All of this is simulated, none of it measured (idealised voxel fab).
process module | voxel self aligned contacts
cross-section cut | 245 nm wide | cells 5 nm
A cross-section is a grid of square cells, given in bands from the top down. A band is one or more rows of cells.
Each band's line starts with the height of the band's top and of its bottom, in nm. Then come its materials from left to right, each with its width in nm. One material with "throughout" fills the band from edge to edge. "air" is empty space.
Height 0 is the level under which the wafer as received is all one material. The lowest band goes on downwards, as in "0 down".
A width such as "30 to 40" changes by the same amount from each row of cells to the next, from the band's top row to its bottom row.
"no change" after a step means that no cell of the cross-section changed.
closed voids: empty space of 8 cells or more with no open way to the top, each as width x height at its distance from the left edge, in nm
after a step's settings: what the simulator itself notes on the step
overlay nm, on a step with a mask: how far to the right of its planned place the mask lay; to the left if negative
plan
1 op RECEIVE | material Si
2 op OXIDIZE | depth nm 5
3 op DIRECTIONAL_DEP | material polySi | thk nm 30
4 op DIRECTIONAL_DEP | material SiN | thk nm 15
5 op MASKED_ETCH | tone cover | mask id GATE | width nm 35 | pitch nm 70 | etch materials SiN | depth nm 15 | overlay nm 0
6 op MASKED_ETCH | tone cover | mask id GATE | width nm 35 | pitch nm 70 | etch materials polySi | depth nm 30 | overlay nm 0
7 op CONFORMAL_DEP | material SiN | thk nm 5
8 op DIRECTIONAL_ETCH | etch materials SiN | depth nm 5
9 op FILL_DEP | material SiO2 | thk nm 15
10 op CMP | height nm 50
11 op DIRECTIONAL_DEP | material aC | thk nm 15
12 op PATTERN | tone open | mask id CONTACT | material resist | width nm 55 | pitch nm 70 | thk nm 35 | overlay nm 0
13 op DIRECTIONAL_ETCH | etch materials aC | depth nm 15
14 op STRIP | etch materials resist
15 op DIRECTIONAL_ETCH | etch materials SiO2 | depth nm 55
16 op STRIP | etch materials aC
17 op CONFORMAL_DEP | material TiN | thk nm 5
18 op FILL_DEP | material Ru | thk nm 10
19 op CMP | height nm 50
20 op CONFORMAL_DEP | material SiCN | thk nm 5
as received, after step 1
  0 down: Si throughout
  closed voids: none
a wafer at the end: this start, this plan, one mistake
  55 to 50: SiCN throughout
  50 to 45: SiO2 60 | TiN 20 | Ru 15 | TiN 20 | SiO2 15 | TiN 20 | Ru 15 | TiN 20 | SiO2 60
  45 to 30: SiO2 30 | SiN 45 | TiN 5 | Ru 15 | TiN 5 | SiN 45 | TiN 5 | Ru 15 | TiN 5 | SiN 45 | SiO2 30
  30 to 25: SiO2 75 | TiN 25 | SiO2 45 | TiN 25 | SiO2 75
  25 to 0: polySi throughout
  0 down: Si throughout
  closed voids: none
what went wrong: steps 2 and 3 were swapped
